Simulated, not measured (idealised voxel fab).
Herein follows the process module entitled voxel capacitor over wiring.
The width of the displayed cross-section, cut, is 255 nm; its cells are square, with a size of 5 nm.
Each cross-section below is a grid of square cells, stated as bands in top-down order, with one or more rows of cells making up each band. Per band: top height and bottom height in nm, followed by the left-to-right materials and their widths in nm; "everywhere" marks a single material spanning edge to edge, "air" marks empty space. Heights are reckoned from 0. Under this level, the received wafer is all of one material. The bottommost band is open-ended downward, for example "0 and below". A two-number width, for instance "30..40", indicates that the width is equal to the first number in the top row of the band and to the second number in the bottom row, and that it changes by a constant amount per row of cells. Take "no alterations made" at face value: in the step it is given for, the cross-section changed in none of its cells. Empty spaces without an open route to the top, at least 8 cells in extent, make up the entry "Encapsulated voids"; each is given as width x height at distance, where the distance is measured from the left edge, and all are in nm. If you see something after the settings on a step's line, that's the simulator's own remark about that step. The "overlay nm" setting may appear on a step's line; for a step that uses a mask, it gives how far to the right of its planned position the mask lay, and a negative value indicates the left.
**plan**
- 1: RECEIVE [material Si]
- 2: CONFORMAL_DEP [material SiO2] [thk nm 10]
- 3: CONFORMAL_DEP [material SiN] [thk nm 5]
- 4: DIRECTIONAL_DEP [material SiO2] [thk nm 20]
- 5: PATTERN [tone open] [mask id METAL_1] [material resist] [width nm 30] [pitch nm 80] [thk nm 15] [overlay nm 0]
- 6: DIRECTIONAL_ETCH [etch materials SiO2] [depth nm 20]
- 7: DIRECTIONAL_ETCH [etch materials SiN] [depth nm 5]
- 8: STRIP [etch materials resist]
- 9: CONFORMAL_DEP [material TiN] [thk nm 5]
- 10: FILL_DEP [material Ru] [thk nm 5]
- 11: CMP [height nm 35]
- 12: EPI [material Ru] [thk nm 5]
- 13: FILL_DEP [material SiCN] [thk nm 5]
- 14: DIRECTIONAL_DEP [material lowk] [thk nm 10]
- 15: PATTERN [tone open] [mask id PLUG_1] [material resist] [width nm 15] [thk nm 15] [overlay nm 0]
- 16: DIRECTIONAL_ETCH [etch materials lowk] [depth nm 10]
- 17: DIRECTIONAL_ETCH [etch materials SiCN] [depth nm 5]
- 18: STRIP [etch materials resist]
- 19: EPI [material Ru] [thk nm 10]
- 20: EPI [material Ru] [thk nm 5]
- 21: DIRECTIONAL_DEP [material TiN] [thk nm 5]
- 22: DIRECTIONAL_DEP [material SiN] [thk nm 5]
- 23: DIRECTIONAL_DEP [material TiN] [thk nm 10]
- 24: DIRECTIONAL_DEP [material aC] [thk nm 10]
- 25: PATTERN [tone cover] [mask id UPPER_PLATE] [material resist] [width nm 55] [thk nm 25] [overlay nm 0]
- 26: DIRECTIONAL_ETCH [etch materials aC] [depth nm 10]
- 27: STRIP [etch materials resist]
- 28: DIRECTIONAL_ETCH [etch materials TiN] [depth nm 10]
- 29: DIRECTIONAL_ETCH [etch materials SiN] [depth nm 5]
- 30: STRIP [etch materials aC]
- 31: PATTERN [tone cover] [mask id LOWER_PLATE] [material resist] [width nm 65] [thk nm 20] [overlay nm 0]
- 32: DIRECTIONAL_ETCH [etch materials TiN] [depth nm 5]
- 33: STRIP [etch materials resist]
- 34: FILL_DEP [material SiO2] [thk nm 15]
- 35: CMP [height nm 85]
- 36: DIRECTIONAL_DEP [material aC] [thk nm 10]
- 37: PATTERN [tone open] [mask id PLUG_2] [material resist] [width nm 15] [thk nm 30] [overlay nm 0]
- 38: DIRECTIONAL_ETCH [etch materials aC] [depth nm 10]
- 39: STRIP [etch materials resist]
- 40: DIRECTIONAL_ETCH [etch materials SiO2] [depth nm 10]
- 41: STRIP [etch materials aC]
- 42: CONFORMAL_DEP [material TiN] [thk nm 5]
- 43: FILL_DEP [material Ru] [thk nm 5]
- 44: CMP [height nm 85]
- 45: CONFORMAL_DEP [material SiN] [thk nm 5]
**Cross-section, incoming material, after step 1**
* 0 and below = Si everywhere
* Encapsulated voids: none
**What the wafer looks like in cross-section after this module, when it starts as shown above and follows the plan above but one mistake is made in running it**
* 90 down to 85 = SiN everywhere
* 85 down to 80 = 95 nm SiO2 | 5 nm TiN | 5 nm Ru | 5 nm TiN | 145 nm SiO2
* 80 down to 75 = 95 nm SiO2 | 15 nm TiN | 145 nm SiO2
* 75 down to 65 = 85 nm SiO2 | 55 nm TiN | 115 nm SiO2
* 65 down to 60 = 85 nm SiO2 | 55 nm SiN | 115 nm SiO2
* 60 down to 55 = 80 nm SiO2 | 65 nm TiN | 110 nm SiO2
* 55 down to 45 = 85 nm lowk | 15 nm Ru | 155 nm lowk
* 45 down to 40 = 85 nm SiCN | 15 nm Ru | 155 nm SiCN
* 40 down to 35 = 55 nm SiCN | 40 nm Ru | 40 nm SiCN | 40 nm Ru | 80 nm SiCN
* 35 down to 15 = 60 nm SiO2 | 5 nm TiN | 20 nm Ru | 5 nm TiN | 50 nm SiO2 | 5 nm TiN | 20 nm Ru | 5 nm TiN | 85 nm SiO2
* 15 down to 10 = 60 nm SiN | 30 nm TiN | 50 nm SiN | 30 nm TiN | 85 nm SiN
* 10 down to 0 = SiO2 everywhere
* 0 and below = Si everywhere
* Encapsulated voids: none
Plan not followed: step 5 did not happen as planned, as run it was PATTERN [tone open] [mask id METAL_1] [material resist] [width nm 30] [pitch nm 80] [thk nm 15] [overlay nm -10]
